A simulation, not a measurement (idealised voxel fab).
The process module that follows is named voxel capacitor over wiring.
FYI the section here is cut, 280 nm wide, cells are 5 nm squares.
Heads up, the way a cross-section reads in here is a grid of square cells, handed over as bands from the top down, with every band being one or more rows of cells.
Look at the band entry: it leads with the top's height and the bottom's height in nm. Then it lists the materials left to right, with a width in nm for each. The word "all across" on a single material says that material fills the band edge to edge. The word "air" is empty space.
Beneath 0, the wafer as received is one material, and that level is where height counting begins. The lowest band goes on downward without a bottom; it is written like "0 -> down".
You'd read "30..40" like this: the band's top row of cells is as wide as the first number, its bottom row is as wide as the second, and going down, every row changes width by the same amount as the row before did.
No cell of the cross-section changed in a step that is given as "remains unaltered".
Each empty space that has no open way to the top and spans at least 8 cells appears under "Fully closed voids" as width x height at distance, the distance counted from the left edge, all in nm.
It should be noted that, on the line of a given step, the content following the step's settings is a remark produced by the simulator itself with respect to that step.
overlay nm: where the mask lay relative to plan, measured to the right, on steps with a mask; negatives go left.

This section lists the process steps that were planned
1) op RECEIVE | material Si
2) op CONFORMAL_DEP | material SiO2 | thk nm 10
3) op CONFORMAL_DEP | material SiCN | thk nm 5
4) op DIRECTIONAL_DEP | material lowk | thk nm 25
5) op PATTERN | tone open | mask id METAL_1 | material resist | width nm 25 | pitch nm 90 | thk nm 15 | overlay nm 0
6) op DIRECTIONAL_ETCH | etch materials lowk | depth nm 25
7) op DIRECTIONAL_ETCH | etch materials SiCN | depth nm 5
8) op STRIP | etch materials resist
9) op CONFORMAL_DEP | material TiN | thk nm 5
10) op FILL_DEP | material Cu | thk nm 10
11) op CMP | height nm 40
12) op CONFORMAL_DEP | material SiCN | thk nm 5
13) op DIRECTIONAL_DEP | material SiO2 | thk nm 15
14) op DIRECTIONAL_DEP | material aC | thk nm 10
15) op PATTERN | tone open | mask id PLUG_1 | material resist | width nm 15 | thk nm 30 | overlay nm 0
16) op DIRECTIONAL_ETCH | etch materials aC | depth nm 10
17) op STRIP | etch materials resist
18) op DIRECTIONAL_ETCH | etch materials SiO2 | depth nm 15
19) op DIRECTIONAL_ETCH | etch materials SiCN | depth nm 5
20) op STRIP | etch materials aC
21) op EPI | material Ru | thk nm 10
22) op EPI | material Ru | thk nm 10
23) op DIRECTIONAL_DEP | material TiN | thk nm 10
24) op DIRECTIONAL_DEP | material HfO2 | thk nm 5
25) op DIRECTIONAL_DEP | material TiN | thk nm 10
26) op MASKED_ETCH | tone cover | mask id UPPER_PLATE | width nm 70 | etch materials TiN | depth nm 10 | overlay nm 0
27) op MASKED_ETCH | tone cover | mask id UPPER_PLATE | width nm 70 | etch materials HfO2 | depth nm 5 | overlay nm 0
28) op MASKED_ETCH | tone cover | mask id LOWER_PLATE | width nm 80 | etch materials TiN | depth nm 10 | overlay nm 0
29) op FILL_DEP | material SiO2 | thk nm 20
30) op CMP | height nm 100
31) op PATTERN | tone open | mask id PLUG_2 | material resist | width nm 15 | thk nm 20 | overlay nm 0
32) op DIRECTIONAL_ETCH | etch materials SiO2 | depth nm 15
33) op STRIP | etch materials resist
34) op CONFORMAL_DEP | material TiN | thk nm 5
35) op FILL_DEP | material Ru | thk nm 5
36) op CMP | height nm 100
37) op CONFORMAL_DEP | material SiN | thk nm 5

Cross-section of the incoming wafer, state after step 1
* 0 -> down = Si all across
* Fully closed voids: none

Here's the cross-section of the first of our two wafers at the end of the module - it ran as planned
* 105 -> 100 = SiN all across
* 100 -> 90 = SiO2 100 | TiN 5 | Ru 5 | TiN 5 | SiO2 165
* 90 -> 85 = SiO2 100 | TiN 15 | SiO2 165
* 85 -> 75 = SiO2 90 | TiN 70 | SiO2 120
* 75 -> 70 = SiO2 90 | HfO2 70 | SiO2 120
* 70 -> 60 = SiO2 85 | TiN 80 | SiO2 115
* 60 -> 45 = SiO2 90 | Ru 15 | SiO2 175
* 45 -> 40 = SiCN 90 | Ru 15 | SiCN 175
* 40 -> 15 = lowk 80 | TiN 5 | Cu 15 | TiN 5 | lowk 65 | TiN 5 | Cu 15 | TiN 5 | lowk 85
* 15 -> 10 = SiCN 80 | TiN 25 | SiCN 65 | TiN 25 | SiCN 85
* 10 -> 0 = SiO2 all across
* 0 -> down = Si all across
* Fully closed voids: none

Cross-section, second wafer: same start as the first, same plan as the first, one mistake in running it; taken at the end of the module
* 105 -> 100 = SiN all across
* 100 -> 90 = SiO2 100 | TiN 5 | Ru 5 | TiN 5 | SiO2 165
* 90 -> 85 = SiO2 100 | TiN 15 | SiO2 165
* 85 -> 80 = SiO2 90 | HfO2 70 | SiO2 120
* 80 -> 70 = HfO2 all across
* 70 -> 60 = TiN all across
* 60 -> 45 = SiO2 90 | Ru 15 | SiO2 175
* 45 -> 40 = SiCN 90 | Ru 15 | SiCN 175
* 40 -> 15 = lowk 80 | TiN 5 | Cu 15 | TiN 5 | lowk 65 | TiN 5 | Cu 15 | TiN 5 | lowk 85
* 15 -> 10 = SiCN 80 | TiN 25 | SiCN 65 | TiN 25 | SiCN 85
* 10 -> 0 = SiO2 all across
* 0 -> down = Si all across
* Fully closed voids: none
Diagnosis: step 25: run off-plan, actual operation and settings op DIRECTIONAL_DEP | material HfO2 | thk nm 10
Count the cells at the end and the second wafer has more or fewer of some materials than the first: HfO2: 112 more, SiO2: 164 fewer, TiN: 52 more
